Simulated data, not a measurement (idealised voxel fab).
Proc. module: voxel self aligned contacts
Shown is cross-section cut, with a width of 225 nm and square cells of size 5 nm.
Cross-sections here: square-cell grids, written as top-down lists of bands, a band being one or more rows of cells. Heights first: top, then bottom, in nm. Then materials, left to right, each with a width in nm. "edge to edge" on a single material: fills the band edge to edge. "empty": empty space. The level at which height equals 0 is the one under which the wafer, as it arrives, is entirely one material. No lower edge exists for the bottom band, which continues downward and is notated as in "0 nm and below". It should be noted that a width expressed as "30 to 40" varies in equal increments from row to row of cells within the band, taking the value of the first number at the top row and that of the second number at the bottom row. Take "nothing got changed" at face value: in the step it is given for, the cross-section changed in none of its cells. "Sealed void listing": empty spaces of 8 cells or more with no open way to the top, each given as width x height at distance, distance from the left edge, all in nm. Post-settings text on a step line: simulator's own remark regarding the step. overlay nm: step with mask; distance mask lay right of planned place; negative value = left of planned place.
# Steps in the process plan
1,RECEIVE [material Si]
2,CONFORMAL_DEP [material SiO2] [thk nm 5]
3,DIRECTIONAL_DEP [material polySi] [thk nm 30]
4,DIRECTIONAL_DEP [material SiN] [thk nm 15]
5,DIRECTIONAL_DEP [material aC] [thk nm 15]
6,PATTERN [tone cover] [mask id GATE] [material resist] [width nm 20] [pitch nm 65] [thk nm 35] [overlay nm 0]
7,DIRECTIONAL_ETCH [etch materials aC] [depth nm 15]
8,STRIP [etch materials resist]
9,DIRECTIONAL_ETCH [etch materials SiN] [depth nm 15]
10,DIRECTIONAL_ETCH [etch materials polySi] [depth nm 30]
11,STRIP [etch materials aC]
12,CONFORMAL_DEP [material SiN] [thk nm 5]
13,DIRECTIONAL_ETCH [etch materials SiN] [depth nm 5]
14,FILL_DEP [material SiO2] [thk nm 15]
15,CMP [height nm 55]
16,MASKED_ETCH [tone open] [mask id CONTACT] [width nm 45] [etch materials SiO2] [depth nm 55] [overlay nm 0]
17,CONFORMAL_DEP [material TiN] [thk nm 5]
18,FILL_DEP [material W] [thk nm 5]
19,CMP [height nm 55]
20,CONFORMAL_DEP [material SiN] [thk nm 5]
For clarity, it should be stated that the wafers under discussion commence in an identical condition and differ with respect to the width nm of step 6, the plan indicating the value that the first wafer had.
# The as-received cross-section of the first of several wafers corresponds to the state after step 1
    0 nm and below | Si edge to edge
    Sealed void listing: none
# Per wafer (row), end of module: delta in cells per material since receipt, (+) for gained, (-) for lost; closed voids after that
width nm 20; +105 SiN; +308 SiO2; +29 TiN; +50 W; +48 polySi; Sealed void listing: none
width nm 25; +111 SiN; +300 SiO2; +29 TiN; +40 W; +60 polySi; Sealed void listing: none
width nm 30; +117 SiN; +292 SiO2; +29 TiN; +30 W; +72 polySi; Sealed void listing: none
width nm 35; +123 SiN; +284 SiO2; +29 TiN; +20 W; +84 polySi; Sealed void listing: none
width nm 40; +129 SiN; +276 SiO2; +29 TiN; +10 W; +96 polySi; Sealed void listing: none
width nm 45; +135 SiN; +268 SiO2; +29 TiN; +108 polySi; Sealed void listing: none
